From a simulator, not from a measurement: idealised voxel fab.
Module name: voxel wiring stack (process module)
This is section cut - it's 260 nm across, gridded in 5 nm square cells.
Heads up, the way a cross-section reads in here is a grid of square cells, handed over as bands from the top down, with every band being one or more rows of cells.
First you get the band's top height and its bottom height, in nm, and then the materials it's made of, left to right, with each width in nm. If you see a single material with "everywhere", that one covers the band edge to edge. "empty" is empty space.
Height 0 is the level under which the wafer as received is all one material. The lowest band goes on downwards, as in "0 and below".
Graded width ("30 to 40"): value in top row of band = first number; value in bottom row = second number; row-to-row change constant.
When a step is marked "nothing changed", none of the cells in the cross-section changed during that step.
Under "Internal closed voids" you'll find the enclosed gaps, the ones with no way out to the top, that are 8 cells or bigger; each reads width x height at distance, with distance counted from the left edge, everything in nm.
Formally, on a step line, whatever follows the settings is a remark that the simulator itself makes on the step.
overlay nm: how far to the right of its planned place the mask lay on this masked step (negative: to the left).
THIS SECTION LISTS THE PROCESS STEPS THAT WERE PLANNED
1 RECEIVE: material Si
2 CONFORMAL_DEP: material SiO2, thk nm 10
3 DIRECTIONAL_DEP: material TiN, thk nm 5
4 DIRECTIONAL_DEP: material Ru, thk nm 25
5 DIRECTIONAL_DEP: material aC, thk nm 10
6 PATTERN: tone cover, mask id METAL_1, material resist, width nm 20, pitch nm 50, thk nm 25, overlay nm 0
7 DIRECTIONAL_ETCH: etch materials aC, depth nm 10
8 STRIP: etch materials resist
9 DIRECTIONAL_ETCH: etch materials Ru, depth nm 25
10 DIRECTIONAL_ETCH: etch materials TiN, depth nm 5
11 STRIP: etch materials aC
12 CONFORMAL_DEP: material SiN, thk nm 5
13 FILL_DEP: material lowk, thk nm 10
14 CMP: height nm 40
15 CONFORMAL_DEP: material SiCN, thk nm 5
16 DIRECTIONAL_DEP: material lowk, thk nm 25
17 MASKED_ETCH: tone open, mask id METAL_2_HOLES, width nm 15, pitch nm 50, etch materials lowk, depth nm 25, overlay nm 0
18 PATTERN: tone open, mask id METAL_2, material resist, width nm 15, pitch nm 50, thk nm 20, overlay nm 0
19 DIRECTIONAL_ETCH: etch materials lowk, depth nm 15
20 DIRECTIONAL_ETCH: etch materials SiCN, depth nm 5
21 STRIP: etch materials resist
22 CONFORMAL_DEP: material TiN, thk nm 5
23 FILL_DEP: material Ru, thk nm 5
24 CMP: height nm 70
25 CONFORMAL_DEP: material SiCN, thk nm 5
26 DIRECTIONAL_DEP: material lowk, thk nm 35
27 PATTERN: tone open, mask id METAL_3, material resist, width nm 20, pitch nm 50, thk nm 20, overlay nm 0
28 DIRECTIONAL_ETCH: etch materials lowk, depth nm 20
29 STRIP: etch materials resist
30 MASKED_ETCH: tone open, mask id METAL_3_HOLES, width nm 15, pitch nm 50, etch materials lowk, depth nm 15, overlay nm 0
31 MASKED_ETCH: tone open, mask id METAL_3_HOLES, width nm 15, pitch nm 50, etch materials SiCN, depth nm 5, overlay nm 0
32 CONFORMAL_DEP: material TiN, thk nm 5
33 FILL_DEP: material Cu, thk nm 5
34 CMP: height nm 110
35 CONFORMAL_DEP: material SiCN, thk nm 5
Every wafer here starts from the same state; it is the step 18 width nm that distinguishes them, and the value the plan gives belongs to the first wafer.
AS RECEIVED, I.E. AFTER STEP 1: CROSS-SECTION THROUGH THE FIRST OF SEVERAL WAFERS
> 0 and below: Si everywhere
> Internal closed voids: none
LAST STEP OF THE MODULE IS STEP 35; AFTER IT, THE FIRST OF SEVERAL WAFERS IN CROSS-SECTION
> 115 down to 110: SiCN everywhere
> 110 down to 95: 45 of lowk, 5 of TiN, 10 of Cu, 5 of TiN, 30 of lowk, 5 of TiN, 10 of Cu, 5 of TiN, 30 of lowk, 5 of TiN, 10 of Cu, 5 of TiN, 30 of lowk, 5 of TiN, 10 of Cu, 5 of TiN, 45 of lowk
> 95 down to 90: 45 of lowk, 5 of TiN, 5 of Cu, 10 of TiN, 30 of lowk, 5 of TiN, 5 of Cu, 10 of TiN, 30 of lowk, 5 of TiN, 5 of Cu, 10 of TiN, 30 of lowk, 5 of TiN, 5 of Cu, 10 of TiN, 45 of lowk
> 90 down to 75: 45 of lowk, 5 of TiN, 5 of Cu, 5 of TiN, 35 of lowk, 5 of TiN, 5 of Cu, 5 of TiN, 35 of lowk, 5 of TiN, 5 of Cu, 5 of TiN, 35 of lowk, 5 of TiN, 5 of Cu, 5 of TiN, 50 of lowk
> 75 down to 70: 45 of SiCN, 15 of TiN, 35 of SiCN, 15 of TiN, 35 of SiCN, 15 of TiN, 35 of SiCN, 15 of TiN, 50 of SiCN
> 70 down to 60: 45 of lowk, 5 of TiN, 10 of Ru, 5 of TiN, 30 of lowk, 5 of TiN, 10 of Ru, 5 of TiN, 30 of lowk, 5 of TiN, 10 of Ru, 5 of TiN, 30 of lowk, 5 of TiN, 10 of Ru, 5 of TiN, 45 of lowk
> 60 down to 50: 45 of lowk, 5 of TiN, 5 of Ru, 10 to 5 of TiN, 30 to 35 of lowk, 5 of TiN, 5 of Ru, 10 to 5 of TiN, 30 to 35 of lowk, 5 of TiN, 5 of Ru, 10 to 5 of TiN, 30 to 35 of lowk, 5 of TiN, 5 of Ru, 10 to 5 of TiN, 45 to 50 of lowk
> 50 down to 45: 45 of lowk, 15 of TiN, 35 of lowk, 15 of TiN, 35 of lowk, 15 of TiN, 35 of lowk, 15 of TiN, 50 of lowk
> 45 down to 40: 50 of SiCN, 10 of TiN, 40 of SiCN, 10 of TiN, 40 of SiCN, 10 of TiN, 40 of SiCN, 10 of TiN, 50 of SiCN
> 40 down to 15: 40 of lowk, 5 of SiN, 20 of Ru, 5 of SiN, 20 of lowk, 5 of SiN, 20 of Ru, 5 of SiN, 20 of lowk, 5 of SiN, 20 of Ru, 5 of SiN, 20 of lowk, 5 of SiN, 20 of Ru, 5 of SiN, 40 of lowk
> 15 down to 10: 45 of SiN, 20 of TiN, 30 of SiN, 20 of TiN, 30 of SiN, 20 of TiN, 30 of SiN, 20 of TiN, 45 of SiN
> 10 down to 0: SiO2 everywhere
> 0 and below: Si everywhere
> Internal closed voids: none
FINAL WAFER OF SEVERAL, SHOWN IN CROSS-SECTION AT THE END OF THE MODULE
> 115 down to 110: SiCN everywhere
> 110 down to 95: 45 of lowk, 5 of TiN, 10 of Cu, 5 of TiN, 30 of lowk, 5 of TiN, 10 of Cu, 5 of TiN, 30 of lowk, 5 of TiN, 10 of Cu, 5 of TiN, 30 of lowk, 5 of TiN, 10 of Cu, 5 of TiN, 45 of lowk
> 95 down to 90: 45 of lowk, 5 of TiN, 5 of Cu, 10 of TiN, 30 of lowk, 5 of TiN, 5 of Cu, 10 of TiN, 30 of lowk, 5 of TiN, 5 of Cu, 10 of TiN, 30 of lowk, 5 of TiN, 5 of Cu, 10 of TiN, 45 of lowk
> 90 down to 75: 45 of lowk, 5 of TiN, 5 of Cu, 5 of TiN, 35 of lowk, 5 of TiN, 5 of Cu, 5 of TiN, 35 of lowk, 5 of TiN, 5 of Cu, 5 of TiN, 35 of lowk, 5 of TiN, 5 of Cu, 5 of TiN, 50 of lowk
> 75 down to 70: 45 of SiCN, 15 of TiN, 35 of SiCN, 15 of TiN, 35 of SiCN, 15 of TiN, 35 of SiCN, 15 of TiN, 50 of SiCN
> 70 down to 60: 40 of lowk, 5 of TiN, 25 of Ru, 5 of TiN, 15 of lowk, 5 of TiN, 25 of Ru, 5 of TiN, 15 of lowk, 5 of TiN, 25 of Ru, 5 of TiN, 15 of lowk, 5 of TiN, 25 of Ru, 5 of TiN, 35 of lowk
> 60 down to 55: 40 of lowk, 10 of TiN, 5 of Ru, 20 of TiN, 15 of lowk, 10 of TiN, 5 of Ru, 20 of TiN, 15 of lowk, 10 of TiN, 5 of Ru, 20 of TiN, 15 of lowk, 10 of TiN, 5 of Ru, 20 of TiN, 35 of lowk
> 55 down to 45: 45 of lowk, 5 of TiN, 5 of Ru, 5 of TiN, 35 of lowk, 5 of TiN, 5 of Ru, 5 of TiN, 35 of lowk, 5 of TiN, 5 of Ru, 5 of TiN, 35 of lowk, 5 of TiN, 5 of Ru, 5 of TiN, 50 of lowk
> 45 down to 40: 45 of SiCN, 15 of TiN, 35 of SiCN, 15 of TiN, 35 of SiCN, 15 of TiN, 35 of SiCN, 15 of TiN, 50 of SiCN
> 40 down to 15: 40 of lowk, 5 of SiN, 20 of Ru, 5 of SiN, 20 of lowk, 5 of SiN, 20 of Ru, 5 of SiN, 20 of lowk, 5 of SiN, 20 of Ru, 5 of SiN, 20 of lowk, 5 of SiN, 20 of Ru, 5 of SiN, 40 of lowk
> 15 down to 10: 45 of SiN, 20 of TiN, 30 of SiN, 20 of TiN, 30 of SiN, 20 of TiN, 30 of SiN, 20 of TiN, 45 of SiN
> 10 down to 0: SiO2 everywhere
> 0 and below: Si everywhere
> Internal closed voids: none
BELOW IS A PER-WAFER TABLE. IN IT, EACH ROW DESCRIBES THE WAFER AT THE END OF THE MODULE BY GIVING, FOR EACH MATERIAL, THE NUMBER OF CELLS GAINED (+) OR LOST (-) SINCE THE WAFER WAS RECEIVED, AND AFTER THAT THE CLOSED VOIDS OF THE WAFER
width nm 15; +40 Cu; +104 Ru; +136 SiCN; +76 SiN; +104 SiO2; +144 TiN; +592 lowk; Internal closed voids: none
width nm 20; +40 Cu; +108 Ru; +132 SiCN; +76 SiN; +104 SiO2; +144 TiN; +592 lowk; Internal closed voids: none
width nm 25; +40 Cu; +116 Ru; +132 SiCN; +76 SiN; +104 SiO2; +148 TiN; +580 lowk; Internal closed voids: none
width nm 30; +40 Cu; +124 Ru; +132 SiCN; +76 SiN; +104 SiO2; +152 TiN; +568 lowk; Internal closed voids: none
width nm 35; +40 Cu; +132 Ru; +132 SiCN; +76 SiN; +104 SiO2; +156 TiN; +556 lowk; Internal closed voids: none
